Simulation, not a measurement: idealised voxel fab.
Process module under the name voxel double patterning
Pictured: cross-section cut, 190 nm wide, on a grid of 5 nm square cells.
Bands, listed from the top down, are how a cross-section gets written in this document; the cross-section itself is a grid of square cells, and a band is one or more rows of them.
In this notation a band is specified by the heights of its top and bottom, in that order and in nm, after which its materials appear from left to right, each paired with its width in nm. The word "full width" attached to a single material means that material fills the band from edge to edge; the word "empty" stands for empty space.
Note: height 0 marks the level under which the wafer is uniformly one material as received. Lowest band unbounded below, written "0 and below".
The expression "30..40" gives the width at the extremes of the band, the first number at its top row of cells and the second at its bottom row, with the width changing by equal amounts from each row to the next in between.
It should be understood that the words "nothing got changed", when stated for a given step, signify that the cross-section underwent no change in any of its cells during that step.
Entry "Sealed voids". Content: empty spaces with no open connection to the top, size 8 cells or greater. Each: width x height at distance. Distance: from left edge. Unit: nm.
On each step's line, the part that comes after the settings is the simulator's own comment on the step.
overlay nm: mask right of planned place by this much (step with mask). Neg. = left.

Process steps (planned):
1,RECEIVE, material Si
2,CONFORMAL_DEP, material SiO2, thk nm 5
3,DIRECTIONAL_DEP, material W, thk nm 15
4,DIRECTIONAL_DEP, material SiN, thk nm 10
5,MASKED_ETCH, tone open, mask id FIRST, width nm 15, pitch nm 50, etch materials SiN, depth nm 10, overlay nm 0
6,PATTERN, tone open, mask id SECOND, material resist, width nm 15, thk nm 20, overlay nm 0
7,DIRECTIONAL_ETCH, etch materials SiN, depth nm 10
8,STRIP, etch materials resist
9,DIRECTIONAL_ETCH, etch materials W, depth nm 15
10,STRIP, etch materials SiN

Incoming wafer in cross-section (state: after step 1):
0 and below: Si full width
Sealed voids: none

This is how the wafer looks in cross-section once the module is done, given the starting state and plan above and one mistake in carrying the plan out:
20 down to 5: 60 nm W / 20 nm empty / 5 nm W / 15 nm empty / 10 nm W / 20 nm empty / 60 nm W
5 down to 0: SiO2 full width
0 and below: Si full width
Sealed voids: none
Error vs. plan: rather than as planned, step 5 actually ran as MASKED_ETCH, tone open, mask id FIRST, width nm 20, pitch nm 50, etch materials SiN, depth nm 10, overlay nm 0
